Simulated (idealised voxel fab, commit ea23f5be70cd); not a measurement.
Herein follows the process module entitled voxel gate over fins.
This is section cut - it's 190 nm across, gridded in 5 nm square cells.
In what follows, cross-sections appear as grids of square cells, described through bands that run from the top down, where every band is one or more rows of cells.
Heads up on the band format: heights come first, top then bottom, in nm. After that it's the materials left to right, each with its width in nm. A single material flagged "edge to edge" fills the whole band edge to edge, and "empty" means there's empty space there.
Basically, 0 is our baseline, since under it the wafer straight out of the box is all one material. The bottom band has no lower end and keeps on going down, so it looks like "z 0 and below".
Top row gets the first number, bottom row gets the second, and each row in between changes by the same step: that is how a band width like "30->40" works.
What does "remains unaltered" mean for a step? It means no cell of the cross-section changed in that step.
"Tabulated closed voids" specifies each empty space that is not open to the top and that occupies no fewer than 8 cells, using the form width x height at distance, the distance measured from the left edge and all three quantities in nm.
Step line, after settings: the simulator's comment on this step.
overlay nm: mask right of planned place by this much (step with mask). Neg. = left.
If you're wondering how to read the rest of this, here's the deal. It's pairs of cross-sections: one from before a process step, one from after it. The after one is only drawn as far down as the lowest band that changed. Right under each pair you'll see which step sits between them and what its settings were. Don't read the pairs as one continuous story, though. They can come from different runs of this module on the same starting wafer, and a pair only carries on from the one above it where its entry headed "Ahead of processing" says so.

Ahead of processing:
z 5 to 0 | empty (35), SiN (15), empty (35), SiN (15), empty (35), SiN (15), empty (40)
z 0 to -10 | empty (35), Si (15), empty (35), Si (15), empty (35), Si (15), empty (40)
z -10 to -20 | SiO2 (35), Si (15), SiO2 (35), Si (15), SiO2 (35), Si (15), SiO2 (40)
z -20 to -25 | SiO2 (35), Si (15), SiO2 (10), TiN (15), SiO2 (10), Si (15), SiO2 (35), Si (15), SiO2 (40)
z -25 and below | Si edge to edge
Tabulated closed voids: none

Step Result:
z 0 to -10 | empty (35), Si (15), empty (35), Si (15), empty (35), Si (15), empty (40)
Below -10 it's all the same as before, nothing changed down there.
Tabulated closed voids: none
Process step bridging the above cross-sections: STRIP | etch materials SiN

Ahead of processing: the cross-section after the pair above

Step Result:
z 5 to 0 | empty (30), HfO2 (25), empty (25), HfO2 (25), empty (25), HfO2 (25), empty (35)
z 0 to -5 | empty (30), HfO2 (5), Si (15), HfO2 (5), empty (25), HfO2 (5), Si (15), HfO2 (5), empty (25), HfO2 (5), Si (15), HfO2 (5), empty (35)
z -5 to -10 | HfO2 (35), Si (15), HfO2 (35), Si (15), HfO2 (35), Si (15), HfO2 (40)
Below -10 it's all the same as before, nothing changed down there.
Tabulated closed voids: none
Process step bridging the above cross-sections: CONFORMAL_DEP | material HfO2 | thk nm 5

Ahead of processing: the cross-section after the pair above

Step Result:
z 10 to 5 | empty (25), TiN (35), empty (15), TiN (35), empty (15), TiN (35), empty (30)
z 5 to 0 | empty (25), TiN (5), HfO2 (25), TiN (5), empty (15), TiN (5), HfO2 (25), TiN (5), empty (15), TiN (5), HfO2 (25), TiN (5), empty (30)
z 0 to -5 | TiN (30), HfO2 (5), Si (15), HfO2 (5), TiN (25), HfO2 (5), Si (15), HfO2 (5), TiN (25), HfO2 (5), Si (15), HfO2 (5), TiN (35)
Below -5 it's all the same as before, nothing changed down there.
Tabulated closed voids: none
Process step bridging the above cross-sections: CONFORMAL_DEP | material TiN | thk nm 5

Ahead of processing: the cross-section after the pair above

Step Result:
z 25 to 10 | W edge to edge
z 10 to 5 | W (25), TiN (35), W (15), TiN (35), W (15), TiN (35), W (30)
z 5 to 0 | W (25), TiN (5), HfO2 (25), TiN (5), W (15), TiN (5), HfO2 (25), TiN (5), W (15), TiN (5), HfO2 (25), TiN (5), W (30)
Below 0 it's all the same as before, nothing changed down there.
Tabulated closed voids: none
Process step bridging the above cross-sections: FILL_DEP | material W | thk nm 15

Ahead of processing: the cross-section after the pair above

Step Result:
z 20 to 10 | W edge to edge
Below 10 it's all the same as before, nothing changed down there.
Tabulated closed voids: none
Process step bridging the above cross-sections: CMP | height nm 20

Ahead of processing: the cross-section after the pair above

Step Result:
z 25 to 20 | SiCN edge to edge
Below 20 it's all the same as before, nothing changed down there.
Tabulated closed voids: none
Process step bridging the above cross-sections: CONFORMAL_DEP | material SiCN | thk nm 5

Ahead of processing:
z 20 to 5 | aC edge to edge
z 5 to 0 | SiO2 (35), SiN (15), SiO2 (35), SiN (15), SiO2 (35), SiN (15), SiO2 (40)
z 0 to -30 | SiO2 (35), Si (15), SiO2 (35), Si (15), SiO2 (35), Si (15), SiO2 (40)
z -30 and below | Si edge to edge
Tabulated closed voids: none

Step Result:
z 50 to 20 | resist (60), empty (20), resist (110)
Below 20 it's all the same as before, nothing changed down there.
Tabulated closed voids: none
Process step bridging the above cross-sections: PATTERN | tone open | mask id RAIL | material resist | width nm 20 | thk nm 30 | overlay nm 0

Ahead of processing: the cross-section after the pair above

Step Result:
z 35 to 20 | resist (60), empty (20), resist (110)
z 20 to 5 | aC (60), empty (20), aC (110)
Below 5 it's all the same as before, nothing changed down there.
Tabulated closed voids: none
Process step bridging the above cross-sections: DIRECTIONAL_ETCH | etch materials aC | depth nm 15

Ahead of processing: the cross-section after the pair above

Step Result:
z 20 to 5 | aC (60), empty (20), aC (110)
Below 5 it's all the same as before, nothing changed down there.
Tabulated closed voids: none
Process step bridging the above cross-sections: STRIP | etch materials resist

Ahead of processing: the cross-section after the pair above

Step Result:
z 20 to 5 | aC (60), empty (20), aC (110)
z 5 to 0 | SiO2 (35), SiN (15), SiO2 (10), empty (20), SiO2 (5), SiN (15), SiO2 (35), SiN (15), SiO2 (40)
z 0 to -25 | SiO2 (35), Si (15), SiO2 (10), empty (20), SiO2 (5), Si (15), SiO2 (35), Si (15), SiO2 (40)
Below -25 it's all the same as before, nothing changed down there.
Tabulated closed voids: none
Process step bridging the above cross-sections: DIRECTIONAL_ETCH | etch materials SiO2 | depth nm 30

Ahead of processing: the cross-section after the pair above

Step Result:
z 5 to 0 | SiO2 (35), SiN (15), SiO2 (10), empty (20), SiO2 (5), SiN (15), SiO2 (35), SiN (15), SiO2 (40)
Below 0 it's all the same as before, nothing changed down there.
Tabulated closed voids: none
Process step bridging the above cross-sections: STRIP | etch materials aC

Ahead of processing: the cross-section after the pair above

Step Result:
z 10 to 5 | TiN (65), empty (10), TiN (115)
z 5 to 0 | SiO2 (35), SiN (15), SiO2 (10), TiN (5), empty (10), TiN (5), SiO2 (5), SiN (15), SiO2 (35), SiN (15), SiO2 (40)
z 0 to -20 | SiO2 (35), Si (15), SiO2 (10), TiN (5), empty (10), TiN (5), SiO2 (5), Si (15), SiO2 (35), Si (15), SiO2 (40)
z -20 to -25 | SiO2 (35), Si (15), SiO2 (10), TiN (20), SiO2 (5), Si (15), SiO2 (35), Si (15), SiO2 (40)
Below -25 it's all the same as before, nothing changed down there.
Tabulated closed voids: none
Process step bridging the above cross-sections: CONFORMAL_DEP | material TiN | thk nm 5

Ahead of processing: the cross-section after the pair above

Step Result:
z 15 to 10 | W edge to edge
z 10 to 5 | TiN (65), W (10), TiN (115)
z 5 to 0 | SiO2 (35), SiN (15), SiO2 (10), TiN (5), W (10), TiN (5), SiO2 (5), SiN (15), SiO2 (35), SiN (15), SiO2 (40)
z 0 to -20 | SiO2 (35), Si (15), SiO2 (10), TiN (5), W (10), TiN (5), SiO2 (5), Si (15), SiO2 (35), Si (15), SiO2 (40)
Below -20 it's all the same as before, nothing changed down there.
Tabulated closed voids: none
Process step bridging the above cross-sections: FILL_DEP | material W | thk nm 5

Ahead of processing: the cross-section after the pair above

Step Result:
z 5 to 0 | SiO2 (35), SiN (15), SiO2 (10), TiN (5), W (10), TiN (5), SiO2 (5), SiN (15), SiO2 (35), SiN (15), SiO2 (40)
Below 0 it's all the same as before, nothing changed down there.
Tabulated closed voids: none
Process step bridging the above cross-sections: CMP | height nm 5

Ahead of processing: the cross-section after the pair above

Step Result:
z 5 to 0 | SiO2 (35), SiN (15), SiO2 (10), empty (20), SiO2 (5), SiN (15), SiO2 (35), SiN (15), SiO2 (40)
z 0 to -20 | SiO2 (35), Si (15), SiO2 (10), empty (20), SiO2 (5), Si (15), SiO2 (35), Si (15), SiO2 (40)
Below -20 it's all the same as before, nothing changed down there.
Tabulated closed voids: none
Process step bridging the above cross-sections: SELECTIVE_ETCH | etch materials W Ru TiN | depth nm 25

Ahead of processing: the cross-section after the pair above

Step Result:
z 10 to 5 | SiO2 edge to edge
z 5 to 0 | SiO2 (35), SiN (15), SiO2 (35), SiN (15), SiO2 (35), SiN (15), SiO2 (40)
z 0 to -20 | SiO2 (35), Si (15), SiO2 (35), Si (15), SiO2 (35), Si (15), SiO2 (40)
Below -20 it's all the same as before, nothing changed down there.
Tabulated closed voids: none
Process step bridging the above cross-sections: FILL_DEP | material SiO2 | thk nm 5

Ahead of processing: the cross-section after the pair above

Step Result:
z 5 to 0 | SiO2 (35), SiN (15), SiO2 (35), SiN (15), SiO2 (35), SiN (15), SiO2 (40)
Below 0 it's all the same as before, nothing changed down there.
Tabulated closed voids: none
Process step bridging the above cross-sections: CMP | height nm 5

Ahead of processing: the cross-section after the pair above

Step Result:
z 5 to 0 | empty (35), SiN (15), empty (35), SiN (15), empty (35), SiN (15), empty (40)
z 0 to -10 | empty (35), Si (15), empty (35), Si (15), empty (35), Si (15), empty (40)
Below -10 it's all the same as before, nothing changed down there.
Tabulated closed voids: none
Process step bridging the above cross-sections: SELECTIVE_ETCH | etch materials SiO2 | depth nm 15

Ahead of processing: the cross-section after the pair above

Step Result:
z 0 to -10 | empty (35), Si (15), empty (35), Si (15), empty (35), Si (15), empty (40)
Below -10 it's all the same as before, nothing changed down there.
Tabulated closed voids: none
Process step bridging the above cross-sections: STRIP | etch materials SiN

Ahead of processing: the cross-section after the pair above

Step Result:
z 5 to 0 | empty (30), HfO2 (25), empty (25), HfO2 (25), empty (25), HfO2 (25), empty (35)
z 0 to -5 | empty (30), HfO2 (5), Si (15), HfO2 (5), empty (25), HfO2 (5), Si (15), HfO2 (5), empty (25), HfO2 (5), Si (15), HfO2 (5), empty (35)
z -5 to -10 | HfO2 (35), Si (15), HfO2 (35), Si (15), HfO2 (35), Si (15), HfO2 (40)
Below -10 it's all the same as before, nothing changed down there.
Tabulated closed voids: none
Process step bridging the above cross-sections: CONFORMAL_DEP | material HfO2 | thk nm 5

Ahead of processing: the cross-section after the pair above

Step Result:
z 10 to 5 | empty (25), TiN (35), empty (15), TiN (35), empty (15), TiN (35), empty (30)
z 5 to 0 | empty (25), TiN (5), HfO2 (25), TiN (5), empty (15), TiN (5), HfO2 (25), TiN (5), empty (15), TiN (5), HfO2 (25), TiN (5), empty (30)
z 0 to -5 | TiN (30), HfO2 (5), Si (15), HfO2 (5), TiN (25), HfO2 (5), Si (15), HfO2 (5), TiN (25), HfO2 (5), Si (15), HfO2 (5), TiN (35)
Below -5 it's all the same as before, nothing changed down there.
Tabulated closed voids: none
Process step bridging the above cross-sections: CONFORMAL_DEP | material TiN | thk nm 5

Ahead of processing: the cross-section after the pair above

Step Result:
z 25 to 10 | W edge to edge
z 10 to 5 | W (25), TiN (35), W (15), TiN (35), W (15), TiN (35), W (30)
z 5 to 0 | W (25), TiN (5), HfO2 (25), TiN (5), W (15), TiN (5), HfO2 (25), TiN (5), W (15), TiN (5), HfO2 (25), TiN (5), W (30)
Below 0 it's all the same as before, nothing changed down there.
Tabulated closed voids: none
Process step bridging the above cross-sections: FILL_DEP | material W | thk nm 15

Ahead of processing: the cross-section after the pair above

Step Result:
z 20 to 10 | W edge to edge
Below 10 it's all the same as before, nothing changed down there.
Tabulated closed voids: none
Process step bridging the above cross-sections: CMP | height nm 20

Ahead of processing: the cross-section after the pair above

Step Result:
z 25 to 20 | SiCN edge to edge
Below 20 it's all the same as before, nothing changed down there.
Tabulated closed voids: none
Process step bridging the above cross-sections: CONFORMAL_DEP | material SiCN | thk nm 5

Ahead of processing:
z 20 to 5 | aC edge to edge
z 5 to 0 | SiO2 (35), SiN (15), SiO2 (35), SiN (15), SiO2 (35), SiN (15), SiO2 (40)
z 0 to -30 | SiO2 (35), Si (15), SiO2 (35), Si (15), SiO2 (35), Si (15), SiO2 (40)
z -30 and below | Si edge to edge
Tabulated closed voids: none

Step Result:
z 50 to 20 | resist (70), empty (15), resist (105)
Below 20 it's all the same as before, nothing changed down there.
Tabulated closed voids: none
Process step bridging the above cross-sections: PATTERN | tone open | mask id RAIL | material resist | width nm 15 | thk nm 30 | overlay nm 10

Ahead of processing: the cross-section after the pair above

Step Result:
z 35 to 20 | resist (70), empty (15), resist (105)
z 20 to 5 | aC (70), empty (15), aC (105)
Below 5 it's all the same as before, nothing changed down there.
Tabulated closed voids: none
Process step bridging the above cross-sections: DIRECTIONAL_ETCH | etch materials aC | depth nm 15

Ahead of processing: the cross-section after the pair above

Step Result:
z 20 to 5 | aC (70), empty (15), aC (105)
Below 5 it's all the same as before, nothing changed down there.
Tabulated closed voids: none
Process step bridging the above cross-sections: STRIP | etch materials resist

Ahead of processing: the cross-section after the pair above

Step Result:
z 20 to 5 | aC (70), empty (15), aC (105)
z 5 to 0 | SiO2 (35), SiN (15), SiO2 (20), empty (15), SiN (15), SiO2 (35), SiN (15), SiO2 (40)
z 0 to -25 | SiO2 (35), Si (15), SiO2 (20), empty (15), Si (15), SiO2 (35), Si (15), SiO2 (40)
Below -25 it's all the same as before, nothing changed down there.
Tabulated closed voids: none
Process step bridging the above cross-sections: DIRECTIONAL_ETCH | etch materials SiO2 | depth nm 30

Ahead of processing: the cross-section after the pair above

Step Result:
z 5 to 0 | SiO2 (35), SiN (15), SiO2 (20), empty (15), SiN (15), SiO2 (35), SiN (15), SiO2 (40)
Below 0 it's all the same as before, nothing changed down there.
Tabulated closed voids: none
Process step bridging the above cross-sections: STRIP | etch materials aC

Ahead of processing: the cross-section after the pair above

Step Result:
z 10 to 5 | TiN (75), empty (5), TiN (110)
z 5 to 0 | SiO2 (35), SiN (15), SiO2 (20), TiN (5), empty (5), TiN (5), SiN (15), SiO2 (35), SiN (15), SiO2 (40)
z 0 to -20 | SiO2 (35), Si (15), SiO2 (20), TiN (5), empty (5), TiN (5), Si (15), SiO2 (35), Si (15), SiO2 (40)
z -20 to -25 | SiO2 (35), Si (15), SiO2 (20), TiN (15), Si (15), SiO2 (35), Si (15), SiO2 (40)
Below -25 it's all the same as before, nothing changed down there.
Tabulated closed voids: none
Process step bridging the above cross-sections: CONFORMAL_DEP | material TiN | thk nm 5

Ahead of processing: the cross-section after the pair above

Step Result:
z 15 to 10 | W edge to edge
z 10 to 5 | TiN (75), W (5), TiN (110)
z 5 to 0 | SiO2 (35), SiN (15), SiO2 (20), TiN (5), W (5), TiN (5), SiN (15), SiO2 (35), SiN (15), SiO2 (40)
z 0 to -20 | SiO2 (35), Si (15), SiO2 (20), TiN (5), W (5), TiN (5), Si (15), SiO2 (35), Si (15), SiO2 (40)
Below -20 it's all the same as before, nothing changed down there.
Tabulated closed voids: none
Process step bridging the above cross-sections: FILL_DEP | material W | thk nm 5

Ahead of processing: the cross-section after the pair above

Step Result:
z 5 to 0 | SiO2 (35), SiN (15), SiO2 (20), TiN (5), W (5), TiN (5), SiN (15), SiO2 (35), SiN (15), SiO2 (40)
Below 0 it's all the same as before, nothing changed down there.
Tabulated closed voids: none
Process step bridging the above cross-sections: CMP | height nm 5

Ahead of processing: the cross-section after the pair above

Step Result:
z 5 to 0 | SiO2 (35), SiN (15), SiO2 (20), empty (15), SiN (15), SiO2 (35), SiN (15), SiO2 (40)
z 0 to -20 | SiO2 (35), Si (15), SiO2 (20), empty (15), Si (15), SiO2 (35), Si (15), SiO2 (40)
Below -20 it's all the same as before, nothing changed down there.
Tabulated closed voids: none
Process step bridging the above cross-sections: SELECTIVE_ETCH | etch materials W Ru TiN | depth nm 25

Ahead of processing: the cross-section after the pair above

Step Result:
z 10 to 5 | SiO2 edge to edge
z 5 to 0 | SiO2 (35), SiN (15), SiO2 (35), SiN (15), SiO2 (35), SiN (15), SiO2 (40)
z 0 to -20 | SiO2 (35), Si (15), SiO2 (35), Si (15), SiO2 (35), Si (15), SiO2 (40)
Below -20 it's all the same as before, nothing changed down there.
Tabulated closed voids: none
Process step bridging the above cross-sections: FILL_DEP | material SiO2 | thk nm 5

Ahead of processing: the cross-section after the pair above

Step Result:
z 5 to 0 | SiO2 (35), SiN (15), SiO2 (35), SiN (15), SiO2 (35), SiN (15), SiO2 (40)
Below 0 it's all the same as before, nothing changed down there.
Tabulated closed voids: none
Process step bridging the above cross-sections: CMP | height nm 5

Ahead of processing: the cross-section after the pair above

Step Result:
z 5 to 0 | empty (35), SiN (15), empty (35), SiN (15), empty (35), SiN (15), empty (40)
z 0 to -10 | empty (35), Si (15), empty (35), Si (15), empty (35), Si (15), empty (40)
Below -10 it's all the same as before, nothing changed down there.
Tabulated closed voids: none
Process step bridging the above cross-sections: SELECTIVE_ETCH | etch materials SiO2 | depth nm 15

Ahead of processing: the cross-section after the pair above

Step Result:
z 0 to -10 | empty (35), Si (15), empty (35), Si (15), empty (35), Si (15), empty (40)
Below -10 it's all the same as before, nothing changed down there.
Tabulated closed voids: none
Process step bridging the above cross-sections: STRIP | etch materials SiN

Ahead of processing: the cross-section after the pair above

Step Result:
z 5 to 0 | empty (30), HfO2 (25), empty (25), HfO2 (25), empty (25), HfO2 (25), empty (35)
z 0 to -5 | empty (30), HfO2 (5), Si (15), HfO2 (5), empty (25), HfO2 (5), Si (15), HfO2 (5), empty (25), HfO2 (5), Si (15), HfO2 (5), empty (35)
z -5 to -10 | HfO2 (35), Si (15), HfO2 (35), Si (15), HfO2 (35), Si (15), HfO2 (40)
Below -10 it's all the same as before, nothing changed down there.
Tabulated closed voids: none
Process step bridging the above cross-sections: CONFORMAL_DEP | material HfO2 | thk nm 5

Ahead of processing: the cross-section after the pair above

Step Result:
z 10 to 5 | empty (25), TiN (35), empty (15), TiN (35), empty (15), TiN (35), empty (30)
z 5 to 0 | empty (25), TiN (5), HfO2 (25), TiN (5), empty (15), TiN (5), HfO2 (25), TiN (5), empty (15), TiN (5), HfO2 (25), TiN (5), empty (30)
z 0 to -5 | TiN (30), HfO2 (5), Si (15), HfO2 (5), TiN (25), HfO2 (5), Si (15), HfO2 (5), TiN (25), HfO2 (5), Si (15), HfO2 (5), TiN (35)
Below -5 it's all the same as before, nothing changed down there.
Tabulated closed voids: none
Process step bridging the above cross-sections: CONFORMAL_DEP | material TiN | thk nm 5

Ahead of processing: the cross-section after the pair above

Step Result:
z 25 to 10 | W edge to edge
z 10 to 5 | W (25), TiN (35), W (15), TiN (35), W (15), TiN (35), W (30)
z 5 to 0 | W (25), TiN (5), HfO2 (25), TiN (5), W (15), TiN (5), HfO2 (25), TiN (5), W (15), TiN (5), HfO2 (25), TiN (5), W (30)
Below 0 it's all the same as before, nothing changed down there.
Tabulated closed voids: none
Process step bridging the above cross-sections: FILL_DEP | material W | thk nm 15

Ahead of processing: the cross-section after the pair above

Step Result:
z 20 to 10 | W edge to edge
Below 10 it's all the same as before, nothing changed down there.
Tabulated closed voids: none
Process step bridging the above cross-sections: CMP | height nm 20

Ahead of processing: the cross-section after the pair above

Step Result:
z 25 to 20 | SiCN edge to edge
Below 20 it's all the same as before, nothing changed down there.
Tabulated closed voids: none
Process step bridging the above cross-sections: CONFORMAL_DEP | material SiCN | thk nm 5

Ahead of processing:
z 35 to 20 | resist (60), empty (15), resist (115)
z 20 to 5 | aC (60), empty (15), aC (115)
z 5 to 0 | SiO2 (35), SiN (15), SiO2 (35), SiN (15), SiO2 (35), SiN (15), SiO2 (40)
z 0 to -30 | SiO2 (35), Si (15), SiO2 (35), Si (15), SiO2 (35), Si (15), SiO2 (40)
z -30 and below | Si edge to edge
Tabulated closed voids: none

Step Result:
z 35 to 20 | resist (60), empty (15), resist (115)
z 20 to 5 | aC (60), empty (15), aC (115)
z 5 to 0 | SiO2 (35), SiN (15), empty (35), SiN (15), SiO2 (35), SiN (15), SiO2 (40)
z 0 to -30 | SiO2 (35), Si (15), empty (35), Si (15), SiO2 (35), Si (15), SiO2 (40)
Below -30 it's all the same as before, nothing changed down there.
Tabulated closed voids: none
Process step bridging the above cross-sections: STRIP | etch materials SiO2

Ahead of processing: the cross-section after the pair above

Step Result:
z 5 to 0 | SiO2 (35), SiN (15), empty (35), SiN (15), SiO2 (35), SiN (15), SiO2 (40)
Below 0 it's all the same as before, nothing changed down there.
Tabulated closed voids: none
Process step bridging the above cross-sections: STRIP | etch materials aC

Ahead of processing: the cross-section after the pair above

Step Result:
z 10 to 5 | TiN (55), empty (25), TiN (110)
z 5 to 0 | SiO2 (35), SiN (15), TiN (5), empty (25), TiN (5), SiN (15), SiO2 (35), SiN (15), SiO2 (40)
z 0 to -25 | SiO2 (35), Si (15), TiN (5), empty (25), TiN (5), Si (15), SiO2 (35), Si (15), SiO2 (40)
z -25 to -30 | SiO2 (35), Si (15), TiN (35), Si (15), SiO2 (35), Si (15), SiO2 (40)
Below -30 it's all the same as before, nothing changed down there.
Tabulated closed voids: none
Process step bridging the above cross-sections: CONFORMAL_DEP | material TiN | thk nm 5

Ahead of processing: the cross-section after the pair above

Step Result:
z 15 to 10 | W edge to edge
z 10 to 5 | TiN (55), W (25), TiN (110)
z 5 to 0 | SiO2 (35), SiN (15), TiN (5), W (25), TiN (5), SiN (15), SiO2 (35), SiN (15), SiO2 (40)
z 0 to -25 | SiO2 (35), Si (15), TiN (5), W (25), TiN (5), Si (15), SiO2 (35), Si (15), SiO2 (40)
Below -25 it's all the same as before, nothing changed down there.
Tabulated closed voids: none
Process step bridging the above cross-sections: FILL_DEP | material W | thk nm 5

Ahead of processing: the cross-section after the pair above

Step Result:
z 5 to 0 | SiO2 (35), SiN (15), TiN (5), W (25), TiN (5), SiN (15), SiO2 (35), SiN (15), SiO2 (40)
Below 0 it's all the same as before, nothing changed down there.
Tabulated closed voids: none
Process step bridging the above cross-sections: CMP | height nm 5

Ahead of processing: the cross-section after the pair above

Step Result:
z 5 to 0 | SiO2 (35), SiN (15), empty (35), SiN (15), SiO2 (35), SiN (15), SiO2 (40)
z 0 to -20 | SiO2 (35), Si (15), empty (35), Si (15), SiO2 (35), Si (15), SiO2 (40)
Below -20 it's all the same as before, nothing changed down there.
Tabulated closed voids: none
Process step bridging the above cross-sections: SELECTIVE_ETCH | etch materials W Ru TiN | depth nm 25

Ahead of processing: the cross-section after the pair above

Step Result:
z 10 to 5 | SiO2 edge to edge
z 5 to 0 | SiO2 (35), SiN (15), SiO2 (35), SiN (15), SiO2 (35), SiN (15), SiO2 (40)
z 0 to -20 | SiO2 (35), Si (15), SiO2 (35), Si (15), SiO2 (35), Si (15), SiO2 (40)
Below -20 it's all the same as before, nothing changed down there.
Tabulated closed voids: none
Process step bridging the above cross-sections: FILL_DEP | material SiO2 | thk nm 5

Ahead of processing: the cross-section after the pair above

Step Result:
z 5 to 0 | SiO2 (35), SiN (15), SiO2 (35), SiN (15), SiO2 (35), SiN (15), SiO2 (40)
Below 0 it's all the same as before, nothing changed down there.
Tabulated closed voids: none
Process step bridging the above cross-sections: CMP | height nm 5

Ahead of processing: the cross-section after the pair above

Step Result:
z 5 to 0 | empty (35), SiN (15), empty (35), SiN (15), empty (35), SiN (15), empty (40)
z 0 to -10 | empty (35), Si (15), empty (35), Si (15), empty (35), Si (15), empty (40)
Below -10 it's all the same as before, nothing changed down there.
Tabulated closed voids: none
Process step bridging the above cross-sections: SELECTIVE_ETCH | etch materials SiO2 | depth nm 15

Ahead of processing: the cross-section after the pair above

Step Result:
z 0 to -10 | empty (35), Si (15), empty (35), Si (15), empty (35), Si (15), empty (40)
Below -10 it's all the same as before, nothing changed down there.
Tabulated closed voids: none
Process step bridging the above cross-sections: STRIP | etch materials SiN

Ahead of processing: the cross-section after the pair above

Step Result:
z 5 to 0 | empty (30), HfO2 (25), empty (25), HfO2 (25), empty (25), HfO2 (25), empty (35)
z 0 to -5 | empty (30), HfO2 (5), Si (15), HfO2 (5), empty (25), HfO2 (5), Si (15), HfO2 (5), empty (25), HfO2 (5), Si (15), HfO2 (5), empty (35)
z -5 to -10 | HfO2 (35), Si (15), HfO2 (35), Si (15), HfO2 (35), Si (15), HfO2 (40)
Below -10 it's all the same as before, nothing changed down there.
Tabulated closed voids: none
Process step bridging the above cross-sections: CONFORMAL_DEP | material HfO2 | thk nm 5

Ahead of processing: the cross-section after the pair above

Step Result:
z 10 to 5 | empty (25), TiN (35), empty (15), TiN (35), empty (15), TiN (35), empty (30)
z 5 to 0 | empty (25), TiN (5), HfO2 (25), TiN (5), empty (15), TiN (5), HfO2 (25), TiN (5), empty (15), TiN (5), HfO2 (25), TiN (5), empty (30)
z 0 to -5 | TiN (30), HfO2 (5), Si (15), HfO2 (5), TiN (25), HfO2 (5), Si (15), HfO2 (5), TiN (25), HfO2 (5), Si (15), HfO2 (5), TiN (35)
Below -5 it's all the same as before, nothing changed down there.
Tabulated closed voids: none
Process step bridging the above cross-sections: CONFORMAL_DEP | material TiN | thk nm 5

Ahead of processing: the cross-section after the pair above

Step Result:
z 25 to 10 | W edge to edge
z 10 to 5 | W (25), TiN (35), W (15), TiN (35), W (15), TiN (35), W (30)
z 5 to 0 | W (25), TiN (5), HfO2 (25), TiN (5), W (15), TiN (5), HfO2 (25), TiN (5), W (15), TiN (5), HfO2 (25), TiN (5), W (30)
Below 0 it's all the same as before, nothing changed down there.
Tabulated closed voids: none
Process step bridging the above cross-sections: FILL_DEP | material W | thk nm 15

Ahead of processing: the cross-section after the pair above

Step Result:
z 20 to 10 | W edge to edge
Below 10 it's all the same as before, nothing changed down there.
Tabulated closed voids: none
Process step bridging the above cross-sections: CMP | height nm 20

Ahead of processing: the cross-section after the pair above

Step Result:
z 25 to 20 | SiCN edge to edge
Below 20 it's all the same as before, nothing changed down there.
Tabulated closed voids: none
Process step bridging the above cross-sections: CONFORMAL_DEP | material SiCN | thk nm 5

Ahead of processing:
z 20 to 5 | aC edge to edge
z 5 to 0 | SiO2 (35), SiN (15), SiO2 (35), SiN (15), SiO2 (35), SiN (15), SiO2 (40)
z 0 to -30 | SiO2 (35), Si (15), SiO2 (35), Si (15), SiO2 (35), Si (15), SiO2 (40)
z -30 and below | Si edge to edge
Tabulated closed voids: none

Step Result:
z 50 to 20 | empty (60), resist (15), empty (115)
Below 20 it's all the same as before, nothing changed down there.
Tabulated closed voids: none
Process step bridging the above cross-sections: PATTERN | tone cover | mask id RAIL | material resist | width nm 15 | thk nm 30 | overlay nm 0

Ahead of processing: the cross-section after the pair above

Step Result:
z 35 to 20 | empty (60), resist (15), empty (115)
z 20 to 5 | empty (60), aC (15), empty (115)
Below 5 it's all the same as before, nothing changed down there.
Tabulated closed voids: none
Process step bridging the above cross-sections: DIRECTIONAL_ETCH | etch materials aC | depth nm 15

Ahead of processing: the cross-section after the pair above

Step Result:
z 20 to 5 | empty (60), aC (15), empty (115)
Below 5 it's all the same as before, nothing changed down there.
Tabulated closed voids: none
Process step bridging the above cross-sections: STRIP | etch materials resist

Ahead of processing: the cross-section after the pair above

Step Result:
z 20 to 5 | empty (60), aC (15), empty (115)
z 5 to 0 | empty (35), SiN (15), empty (10), SiO2 (15), empty (10), SiN (15), empty (35), SiN (15), empty (40)
z 0 to -25 | empty (35), Si (15), empty (10), SiO2 (15), empty (10), Si (15), empty (35), Si (15), empty (40)
Below -25 it's all the same as before, nothing changed down there.
Tabulated closed voids: none
Process step bridging the above cross-sections: DIRECTIONAL_ETCH | etch materials SiO2 | depth nm 30

Ahead of processing: the cross-section after the pair above

Step Result:
z 5 to 0 | empty (35), SiN (15), empty (10), SiO2 (15), empty (10), SiN (15), empty (35), SiN (15), empty (40)
Below 0 it's all the same as before, nothing changed down there.
Tabulated closed voids: none
Process step bridging the above cross-sections: STRIP | etch materials aC

Ahead of processing: the cross-section after the pair above

Step Result:
z 10 to 5 | empty (30), TiN (75), empty (25), TiN (25), empty (35)
z 5 to 0 | empty (30), TiN (5), SiN (15), TiN (10), SiO2 (15), TiN (10), SiN (15), TiN (5), empty (25), TiN (5), SiN (15), TiN (5), empty (35)
z 0 to -20 | empty (30), TiN (5), Si (15), TiN (10), SiO2 (15), TiN (10), Si (15), TiN (5), empty (25), TiN (5), Si (15), TiN (5), empty (35)
z -20 to -25 | TiN (35), Si (15), TiN (10), SiO2 (15), TiN (10), Si (15), TiN (35), Si (15), TiN (40)
Below -25 it's all the same as before, nothing changed down there.
Tabulated closed voids: none
Process step bridging the above cross-sections: CONFORMAL_DEP | material TiN | thk nm 5

Ahead of processing: the cross-section after the pair above

Step Result:
z 15 to 10 | W edge to edge
z 10 to 5 | W (30), TiN (75), W (25), TiN (25), W (35)
z 5 to 0 | W (30), TiN (5), SiN (15), TiN (10), SiO2 (15), TiN (10), SiN (15), TiN (5), W (25), TiN (5), SiN (15), TiN (5), W (35)
z 0 to -20 | W (30), TiN (5), Si (15), TiN (10), SiO2 (15), TiN (10), Si (15), TiN (5), W (25), TiN (5), Si (15), TiN (5), W (35)
Below -20 it's all the same as before, nothing changed down there.
Tabulated closed voids: none
Process step bridging the above cross-sections: FILL_DEP | material W | thk nm 5

Ahead of processing: the cross-section after the pair above

Step Result:
z 5 to 0 | W (30), TiN (5), SiN (15), TiN (10), SiO2 (15), TiN (10), SiN (15), TiN (5), W (25), TiN (5), SiN (15), TiN (5), W (35)
Below 0 it's all the same as before, nothing changed down there.
Tabulated closed voids: none
Process step bridging the above cross-sections: CMP | height nm 5

Ahead of processing: the cross-section after the pair above

Step Result:
z 5 to 0 | empty (35), SiN (15), empty (10), SiO2 (15), empty (10), SiN (15), empty (35), SiN (15), empty (40)
z 0 to -20 | empty (35), Si (15), empty (10), SiO2 (15), empty (10), Si (15), empty (35), Si (15), empty (40)
Below -20 it's all the same as before, nothing changed down there.
Tabulated closed voids: none
Process step bridging the above cross-sections: SELECTIVE_ETCH | etch materials W Ru TiN | depth nm 25
